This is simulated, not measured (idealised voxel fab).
process module | voxel spacer lines
cross-section cut | 280 nm wide | cells 5 nm
A cross-section is a grid of square cells, given in bands from the top down. A band is one or more rows of cells.
Each band's line starts with the height of the band's top and of its bottom, in nm. Then come its materials from left to right, each with its width in nm. One material with "throughout" fills the band from edge to edge. "air" is empty space.
Height 0 is the level under which the wafer as received is all one material. The lowest band goes on downwards, as in "0 down".
A width such as "30 to 40" changes by the same amount from each row of cells to the next, from the band's top row to its bottom row.
"no change" after a step means that no cell of the cross-section changed.
closed voids: empty space of 8 cells or more with no open way to the top, each as width x height at its distance from the left edge, in nm
after a step's settings: what the simulator itself notes on the step
overlay nm, on a step with a mask: how far to the right of its planned place the mask lay; to the left if negative
Each pair below shows a cross-section before one step and the cross-section after it, down to the lowest band that changed. The line under each pair gives the step between them, with its settings. The pairs can come from different runs of this module on the same starting wafer, so a pair continues from the pair above only where its "before" says so.
before
  0 down: Si throughout
  closed voids: none
after
  10 to 0: Al2O3 throughout
  below 0: unchanged
  closed voids: none
the step between: op CONFORMAL_DEP | material Al2O3 | thk nm 10
before: the cross-section after the pair above
after
  25 to 10: polySi throughout
  below 10: unchanged
  closed voids: none
the step between: op DIRECTIONAL_DEP | material polySi | thk nm 15
before: the cross-section after the pair above
after
  45 to 25: aC throughout
  below 25: unchanged
  closed voids: none
the step between: op DIRECTIONAL_DEP | material aC | thk nm 20
before: the cross-section after the pair above
after
  75 to 45: air 100 | resist 20 | air 40 | resist 20 | air 100
  below 45: unchanged
  closed voids: none
the step between: op PATTERN | tone cover | mask id MANDREL | material resist | width nm 20 | pitch nm 60 | thk nm 30 | overlay nm 0
before: the cross-section after the pair above
after
  55 to 45: air 100 | resist 20 | air 40 | resist 20 | air 100
  45 to 25: air 100 | aC 20 | air 40 | aC 20 | air 100
  below 25: unchanged
  closed voids: none
the step between: op DIRECTIONAL_ETCH | etch materials aC | depth nm 20
before: the cross-section after the pair above
after
  45 to 25: air 100 | aC 20 | air 40 | aC 20 | air 100
  below 25: unchanged
  closed voids: none
the step between: op STRIP | etch materials resist
before: the cross-section after the pair above
after
  55 to 45: air 90 | SiO2 40 | air 20 | SiO2 40 | air 90
  45 to 35: air 90 | SiO2 10 | aC 20 | SiO2 10 | air 20 | SiO2 10 | aC 20 | SiO2 10 | air 90
  35 to 25: SiO2 100 | aC 20 | SiO2 40 | aC 20 | SiO2 100
  below 25: unchanged
  closed voids: none
the step between: op CONFORMAL_DEP | material SiO2 | thk nm 10
before: the cross-section after the pair above
after
  45 to 25: air 90 | SiO2 10 | aC 20 | SiO2 10 | air 20 | SiO2 10 | aC 20 | SiO2 10 | air 90
  below 25: unchanged
  closed voids: none
the step between: op DIRECTIONAL_ETCH | etch materials SiO2 | depth nm 10
before: the cross-section after the pair above
after
  45 to 25: air 90 | SiO2 10 | air 20 | SiO2 10 | air 20 | SiO2 10 | air 20 | SiO2 10 | air 90
  below 25: unchanged
  closed voids: none
the step between: op STRIP | etch materials aC
before: the cross-section after the pair above
after
  45 to 25: air 90 | SiO2 10 | air 20 | SiO2 10 | air 20 | SiO2 10 | air 20 | SiO2 10 | air 90
  25 to 10: air 90 | polySi 10 | air 20 | polySi 10 | air 20 | polySi 10 | air 20 | polySi 10 | air 90
  below 10: unchanged
  closed voids: none
the step between: op DIRECTIONAL_ETCH | etch materials polySi | depth nm 15
before: the cross-section after the pair above
after
  25 to 10: air 90 | polySi 10 | air 20 | polySi 10 | air 20 | polySi 10 | air 20 | polySi 10 | air 90
  below 10: unchanged
  closed voids: none
the step between: op STRIP | etch materials SiO2
before
  0 down: Si throughout
  closed voids: none
after
  15 to 0: polySi throughout
  below 0: unchanged
  closed voids: none
the step between: op DIRECTIONAL_DEP | material polySi | thk nm 15
before: the cross-section after the pair above
after
  35 to 15: aC throughout
  below 15: unchanged
  closed voids: none
the step between: op DIRECTIONAL_DEP | material aC | thk nm 20
before: the cross-section after the pair above
after
  65 to 35: air 100 | resist 20 | air 40 | resist 20 | air 100
  below 35: unchanged
  closed voids: none
the step between: op PATTERN | tone cover | mask id MANDREL | material resist | width nm 20 | pitch nm 60 | thk nm 30 | overlay nm 0
before: the cross-section after the pair above
after
  45 to 35: air 100 | resist 20 | air 40 | resist 20 | air 100
  35 to 15: air 100 | aC 20 | air 40 | aC 20 | air 100
  below 15: unchanged
  closed voids: none
the step between: op DIRECTIONAL_ETCH | etch materials aC | depth nm 20
before: the cross-section after the pair above
after
  35 to 15: air 100 | aC 20 | air 40 | aC 20 | air 100
  below 15: unchanged
  closed voids: none
the step between: op STRIP | etch materials resist
before: the cross-section after the pair above
after
  45 to 35: air 90 | SiO2 40 | air 20 | SiO2 40 | air 90
  35 to 25: air 90 | SiO2 10 | aC 20 | SiO2 10 | air 20 | SiO2 10 | aC 20 | SiO2 10 | air 90
  25 to 15: SiO2 100 | aC 20 | SiO2 40 | aC 20 | SiO2 100
  below 15: unchanged
  closed voids: none
the step between: op CONFORMAL_DEP | material SiO2 | thk nm 10
before: the cross-section after the pair above
after
  35 to 15: air 90 | SiO2 10 | aC 20 | SiO2 10 | air 20 | SiO2 10 | aC 20 | SiO2 10 | air 90
  below 15: unchanged
  closed voids: none
the step between: op DIRECTIONAL_ETCH | etch materials SiO2 | depth nm 10
before: the cross-section after the pair above
after
  35 to 15: air 90 | SiO2 10 | air 20 | SiO2 10 | air 20 | SiO2 10 | air 20 | SiO2 10 | air 90
  below 15: unchanged
  closed voids: none
the step between: op STRIP | etch materials aC
before: the cross-section after the pair above
after
  35 to 15: air 90 | SiO2 10 | air 20 | SiO2 10 | air 20 | SiO2 10 | air 20 | SiO2 10 | air 90
  15 to 0: air 90 | polySi 10 | air 20 | polySi 10 | air 20 | polySi 10 | air 20 | polySi 10 | air 90
  below 0: unchanged
  closed voids: none
the step between: op DIRECTIONAL_ETCH | etch materials polySi | depth nm 15
before: the cross-section after the pair above
after
  15 to 0: air 90 | polySi 10 | air 20 | polySi 10 | air 20 | polySi 10 | air 20 | polySi 10 | air 90
  below 0: unchanged
  closed voids: none
the step between: op STRIP | etch materials SiO2
before
  25 to 10: polySi throughout
  10 to 0: Al2O3 throughout
  0 down: Si throughout
  closed voids: none
after
  40 to 10: polySi throughout
  below 10: unchanged
  closed voids: none
the step between: op DIRECTIONAL_DEP | material polySi | thk nm 15
before: the cross-section after the pair above
after
  60 to 40: aC throughout
  below 40: unchanged
  closed voids: none
the step between: op DIRECTIONAL_DEP | material aC | thk nm 20
before: the cross-section after the pair above
after
  90 to 60: air 100 | resist 20 | air 40 | resist 20 | air 100
  below 60: unchanged
  closed voids: none
the step between: op PATTERN | tone cover | mask id MANDREL | material resist | width nm 20 | pitch nm 60 | thk nm 30 | overlay nm 0
before: the cross-section after the pair above
after
  70 to 60: air 100 | resist 20 | air 40 | resist 20 | air 100
  60 to 40: air 100 | aC 20 | air 40 | aC 20 | air 100
  below 40: unchanged
  closed voids: none
the step between: op DIRECTIONAL_ETCH | etch materials aC | depth nm 20
before: the cross-section after the pair above
after
  60 to 40: air 100 | aC 20 | air 40 | aC 20 | air 100
  below 40: unchanged
  closed voids: none
the step between: op STRIP | etch materials resist
before: the cross-section after the pair above
after
  70 to 60: air 90 | SiO2 40 | air 20 | SiO2 40 | air 90
  60 to 50: air 90 | SiO2 10 | aC 20 | SiO2 10 | air 20 | SiO2 10 | aC 20 | SiO2 10 | air 90
  50 to 40: SiO2 100 | aC 20 | SiO2 40 | aC 20 | SiO2 100
  below 40: unchanged
  closed voids: none
the step between: op CONFORMAL_DEP | material SiO2 | thk nm 10
before: the cross-section after the pair above
after
  60 to 40: air 90 | SiO2 10 | aC 20 | SiO2 10 | air 20 | SiO2 10 | aC 20 | SiO2 10 | air 90
  below 40: unchanged
  closed voids: none
the step between: op DIRECTIONAL_ETCH | etch materials SiO2 | depth nm 10
before: the cross-section after the pair above
after
  60 to 40: air 90 | SiO2 10 | air 20 | SiO2 10 | air 20 | SiO2 10 | air 20 | SiO2 10 | air 90
  below 40: unchanged
  closed voids: none
the step between: op STRIP | etch materials aC
before: the cross-section after the pair above
after
  60 to 40: air 90 | SiO2 10 | air 20 | SiO2 10 | air 20 | SiO2 10 | air 20 | SiO2 10 | air 90
  40 to 25: air 90 | polySi 10 | air 20 | polySi 10 | air 20 | polySi 10 | air 20 | polySi 10 | air 90
  below 25: unchanged
  closed voids: none
the step between: op DIRECTIONAL_ETCH | etch materials polySi | depth nm 15
before: the cross-section after the pair above
after
  40 to 25: air 90 | polySi 10 | air 20 | polySi 10 | air 20 | polySi 10 | air 20 | polySi 10 | air 90
  below 25: unchanged
  closed voids: none
the step between: op STRIP | etch materials SiO2
before
  10 to 0: Al2O3 throughout
  0 down: Si throughout
  closed voids: none
after
  30 to 10: aC throughout
  below 10: unchanged
  closed voids: none
the step between: op DIRECTIONAL_DEP | material aC | thk nm 20
before: the cross-section after the pair above
after
  45 to 30: polySi throughout
  below 30: unchanged
  closed voids: none
the step between: op DIRECTIONAL_DEP | material polySi | thk nm 15
before: the cross-section after the pair above
after
  75 to 45: air 100 | resist 20 | air 40 | resist 20 | air 100
  below 45: unchanged
  closed voids: none
the step between: op PATTERN | tone cover | mask id MANDREL | material resist | width nm 20 | pitch nm 60 | thk nm 30 | overlay nm 0
before: the cross-section after the pair above
after
  55 to 45: air 100 | resist 20 | air 40 | resist 20 | air 100
  below 45: unchanged
  closed voids: none
the step between: op DIRECTIONAL_ETCH | etch materials aC | depth nm 20
before: the cross-section after the pair above
after
  45 to 30: polySi throughout
  below 30: unchanged
  closed voids: none
the step between: op STRIP | etch materials resist
before: the cross-section after the pair above
after
  55 to 45: SiO2 throughout
  below 45: unchanged
  closed voids: none
the step between: op CONFORMAL_DEP | material SiO2 | thk nm 10
before: the cross-section after the pair above
after
  45 to 30: polySi throughout
  below 30: unchanged
  closed voids: none
the step between: op DIRECTIONAL_ETCH | etch materials SiO2 | depth nm 10
before: the cross-section after the pair above
after
  30 to 10: aC throughout
  below 10: unchanged
  closed voids: none
the step between: op DIRECTIONAL_ETCH | etch materials polySi | depth nm 15
before
  0 down: Si throughout
  closed voids: none
after
  5 to 0: Al2O3 throughout
  below 0: unchanged
  closed voids: none
the step between: op CONFORMAL_DEP | material Al2O3 | thk nm 5
before: the cross-section after the pair above
after
  20 to 5: polySi throughout
  below 5: unchanged
  closed voids: none
the step between: op DIRECTIONAL_DEP | material polySi | thk nm 15
before: the cross-section after the pair above
after
  40 to 20: aC throughout
  below 20: unchanged
  closed voids: none
the step between: op DIRECTIONAL_DEP | material aC | thk nm 20
before: the cross-section after the pair above
after
  70 to 40: air 100 | resist 20 | air 40 | resist 20 | air 100
  below 40: unchanged
  closed voids: none
the step between: op PATTERN | tone cover | mask id MANDREL | material resist | width nm 20 | pitch nm 60 | thk nm 30 | overlay nm 0
before: the cross-section after the pair above
after
  50 to 40: air 100 | resist 20 | air 40 | resist 20 | air 100
  40 to 20: air 100 | aC 20 | air 40 | aC 20 | air 100
  below 20: unchanged
  closed voids: none
the step between: op DIRECTIONAL_ETCH | etch materials aC | depth nm 20
before: the cross-section after the pair above
after
  40 to 20: air 100 | aC 20 | air 40 | aC 20 | air 100
  below 20: unchanged
  closed voids: none
the step between: op STRIP | etch materials resist
before: the cross-section after the pair above
after
  50 to 40: air 90 | SiO2 40 | air 20 | SiO2 40 | air 90
  40 to 30: air 90 | SiO2 10 | aC 20 | SiO2 10 | air 20 | SiO2 10 | aC 20 | SiO2 10 | air 90
  30 to 20: SiO2 100 | aC 20 | SiO2 40 | aC 20 | SiO2 100
  below 20: unchanged
  closed voids: none
the step between: op CONFORMAL_DEP | material SiO2 | thk nm 10
before: the cross-section after the pair above
after
  40 to 20: air 90 | SiO2 10 | aC 20 | SiO2 10 | air 20 | SiO2 10 | aC 20 | SiO2 10 | air 90
  below 20: unchanged
  closed voids: none
the step between: op DIRECTIONAL_ETCH | etch materials SiO2 | depth nm 10
before: the cross-section after the pair above
after
  40 to 20: air 90 | SiO2 10 | air 20 | SiO2 10 | air 20 | SiO2 10 | air 20 | SiO2 10 | air 90
  below 20: unchanged
  closed voids: none
the step between: op STRIP | etch materials aC
before: the cross-section after the pair above
after
  40 to 20: air 90 | SiO2 10 | air 20 | SiO2 10 | air 20 | SiO2 10 | air 20 | SiO2 10 | air 90
  20 to 5: air 90 | polySi 10 | air 20 | polySi 10 | air 20 | polySi 10 | air 20 | polySi 10 | air 90
  below 5: unchanged
  closed voids: none
the step between: op DIRECTIONAL_ETCH | etch materials polySi | depth nm 15
before: the cross-section after the pair above
after
  20 to 5: air 90 | polySi 10 | air 20 | polySi 10 | air 20 | polySi 10 | air 20 | polySi 10 | air 90
  below 5: unchanged
  closed voids: none
the step between: op STRIP | etch materials SiO2
before
  45 to 25: aC throughout
  25 to 10: polySi throughout
  10 to 0: Al2O3 throughout
  0 down: Si throughout
  closed voids: none
after
  75 to 45: air 95 | resist 30 | air 30 | resist 30 | air 95
  below 45: unchanged
  closed voids: none
the step between: op PATTERN | tone cover | mask id MANDREL | material resist | width nm 30 | pitch nm 60 | thk nm 30 | overlay nm 0
before: the cross-section after the pair above
after
  55 to 45: air 95 | resist 30 | air 30 | resist 30 | air 95
  45 to 25: air 95 | aC 30 | air 30 | aC 30 | air 95
  below 25: unchanged
  closed voids: none
the step between: op DIRECTIONAL_ETCH | etch materials aC | depth nm 20
before: the cross-section after the pair above
after
  45 to 25: air 95 | aC 30 | air 30 | aC 30 | air 95
  below 25: unchanged
  closed voids: none
the step between: op STRIP | etch materials resist
before: the cross-section after the pair above
after
  55 to 45: air 85 | SiO2 50 | air 10 | SiO2 50 | air 85
  45 to 35: air 85 | SiO2 10 | aC 30 | SiO2 10 | air 10 | SiO2 10 | aC 30 | SiO2 10 | air 85
  35 to 25: SiO2 95 | aC 30 | SiO2 30 | aC 30 | SiO2 95
  below 25: unchanged
  closed voids: none
the step between: op CONFORMAL_DEP | material SiO2 | thk nm 10
before: the cross-section after the pair above
after
  45 to 25: air 85 | SiO2 10 | aC 30 | SiO2 10 | air 10 | SiO2 10 | aC 30 | SiO2 10 | air 85
  below 25: unchanged
  closed voids: none
the step between: op DIRECTIONAL_ETCH | etch materials SiO2 | depth nm 10
before: the cross-section after the pair above
after
  45 to 25: air 85 | SiO2 10 | air 30 | SiO2 10 | air 10 | SiO2 10 | air 30 | SiO2 10 | air 85
  below 25: unchanged
  closed voids: none
the step between: op STRIP | etch materials aC
before: the cross-section after the pair above
after
  45 to 25: air 85 | SiO2 10 | air 30 | SiO2 10 | air 10 | SiO2 10 | air 30 | SiO2 10 | air 85
  25 to 10: air 85 | polySi 10 | air 30 | polySi 10 | air 10 | polySi 10 | air 30 | polySi 10 | air 85
  below 10: unchanged
  closed voids: none
the step between: op DIRECTIONAL_ETCH | etch materials polySi | depth nm 15
before: the cross-section after the pair above
after
  25 to 10: air 85 | polySi 10 | air 30 | polySi 10 | air 10 | polySi 10 | air 30 | polySi 10 | air 85
  below 10: unchanged
  closed voids: none
the step between: op STRIP | etch materials SiO2
before
  45 to 25: aC throughout
  25 to 10: polySi throughout
  10 to 0: Al2O3 throughout
  0 down: Si throughout
  closed voids: none
after
  75 to 45: air 110 | resist 20 | air 40 | resist 20 | air 90
  below 45: unchanged
  closed voids: none
the step between: op PATTERN | tone cover | mask id MANDREL | material resist | width nm 20 | pitch nm 60 | thk nm 30 | overlay nm 10
before: the cross-section after the pair above
after
  55 to 45: air 110 | resist 20 | air 40 | resist 20 | air 90
  45 to 25: air 110 | aC 20 | air 40 | aC 20 | air 90
  below 25: unchanged
  closed voids: none
the step between: op DIRECTIONAL_ETCH | etch materials aC | depth nm 20
before: the cross-section after the pair above
after
  45 to 25: air 110 | aC 20 | air 40 | aC 20 | air 90
  below 25: unchanged
  closed voids: none
the step between: op STRIP | etch materials resist
before: the cross-section after the pair above
after
  55 to 45: air 100 | SiO2 40 | air 20 | SiO2 40 | air 80
  45 to 35: air 100 | SiO2 10 | aC 20 | SiO2 10 | air 20 | SiO2 10 | aC 20 | SiO2 10 | air 80
  35 to 25: SiO2 110 | aC 20 | SiO2 40 | aC 20 | SiO2 90
  below 25: unchanged
  closed voids: none
the step between: op CONFORMAL_DEP | material SiO2 | thk nm 10
before: the cross-section after the pair above
after
  45 to 25: air 100 | SiO2 10 | aC 20 | SiO2 10 | air 20 | SiO2 10 | aC 20 | SiO2 10 | air 80
  below 25: unchanged
  closed voids: none
the step between: op DIRECTIONAL_ETCH | etch materials SiO2 | depth nm 10
before: the cross-section after the pair above
after
  45 to 25: air 100 | SiO2 10 | air 20 | SiO2 10 | air 20 | SiO2 10 | air 20 | SiO2 10 | air 80
  below 25: unchanged
  closed voids: none
the step between: op STRIP | etch materials aC
before: the cross-section after the pair above
after
  45 to 25: air 100 | SiO2 10 | air 20 | SiO2 10 | air 20 | SiO2 10 | air 20 | SiO2 10 | air 80
  25 to 10: air 100 | polySi 10 | air 20 | polySi 10 | air 20 | polySi 10 | air 20 | polySi 10 | air 80
  below 10: unchanged
  closed voids: none
the step between: op DIRECTIONAL_ETCH | etch materials polySi | depth nm 15
before: the cross-section after the pair above
after
  25 to 10: air 100 | polySi 10 | air 20 | polySi 10 | air 20 | polySi 10 | air 20 | polySi 10 | air 80
  below 10: unchanged
  closed voids: none
the step between: op STRIP | etch materials SiO2
before
  25 to 10: polySi throughout
  10 to 0: Al2O3 throughout
  0 down: Si throughout
  closed voids: none
after
  45 to 10: polySi throughout
  below 10: unchanged
  closed voids: none
the step between: op DIRECTIONAL_DEP | material polySi | thk nm 20
before: the cross-section after the pair above
after
  75 to 45: air 100 | resist 20 | air 40 | resist 20 | air 100
  below 45: unchanged
  closed voids: none
the step between: op PATTERN | tone cover | mask id MANDREL | material resist | width nm 20 | pitch nm 60 | thk nm 30 | overlay nm 0
before: the cross-section after the pair above
after
  55 to 45: air 100 | resist 20 | air 40 | resist 20 | air 100
  below 45: unchanged
  closed voids: none
the step between: op DIRECTIONAL_ETCH | etch materials aC | depth nm 20
before: the cross-section after the pair above
after
  45 to 10: polySi throughout
  below 10: unchanged
  closed voids: none
the step between: op STRIP | etch materials resist
before: the cross-section after the pair above
after
  55 to 45: SiO2 throughout
  below 45: unchanged
  closed voids: none
the step between: op CONFORMAL_DEP | material SiO2 | thk nm 10
before: the cross-section after the pair above
after
  45 to 10: polySi throughout
  below 10: unchanged
  closed voids: none
the step between: op DIRECTIONAL_ETCH | etch materials SiO2 | depth nm 10
before: the cross-section after the pair above
after
  30 to 10: polySi throughout
  below 10: unchanged
  closed voids: none
the step between: op DIRECTIONAL_ETCH | etch materials polySi | depth nm 15
before
  45 to 25: aC throughout
  25 to 10: polySi throughout
  10 to 0: Al2O3 throughout
  0 down: Si throughout
  closed voids: none
after
  75 to 45: resist 100 | air 20 | resist 40 | air 20 | resist 100
  below 45: unchanged
  closed voids: none
the step between: op PATTERN | tone open | mask id MANDREL | material resist | width nm 20 | pitch nm 60 | thk nm 30 | overlay nm 0
before: the cross-section after the pair above
after
  55 to 45: resist 100 | air 20 | resist 40 | air 20 | resist 100
  45 to 25: aC 100 | air 20 | aC 40 | air 20 | aC 100
  below 25: unchanged
  closed voids: none
the step between: op DIRECTIONAL_ETCH | etch materials aC | depth nm 20
before: the cross-section after the pair above
after
  45 to 25: aC 100 | air 20 | aC 40 | air 20 | aC 100
  below 25: unchanged
  closed voids: none
the step between: op STRIP | etch materials resist
before: the cross-section after the pair above
after
  55 to 45: SiO2 throughout
  45 to 25: aC 100 | SiO2 20 | aC 40 | SiO2 20 | aC 100
  below 25: unchanged
  closed voids: none
the step between: op CONFORMAL_DEP | material SiO2 | thk nm 10
before: the cross-section after the pair above
after
  45 to 25: aC 100 | SiO2 20 | aC 40 | SiO2 20 | aC 100
  below 25: unchanged
  closed voids: none
the step between: op DIRECTIONAL_ETCH | etch materials SiO2 | depth nm 10
before: the cross-section after the pair above
after
  45 to 25: air 100 | SiO2 20 | air 40 | SiO2 20 | air 100
  below 25: unchanged
  closed voids: none
the step between: op STRIP | etch materials aC
before: the cross-section after the pair above
after
  45 to 25: air 100 | SiO2 20 | air 40 | SiO2 20 | air 100
  25 to 10: air 100 | polySi 20 | air 40 | polySi 20 | air 100
  below 10: unchanged
  closed voids: none
the step between: op DIRECTIONAL_ETCH | etch materials polySi | depth nm 15
before: the cross-section after the pair above
after
  25 to 10: air 100 | polySi 20 | air 40 | polySi 20 | air 100
  below 10: unchanged
  closed voids: none
the step between: op STRIP | etch materials SiO2
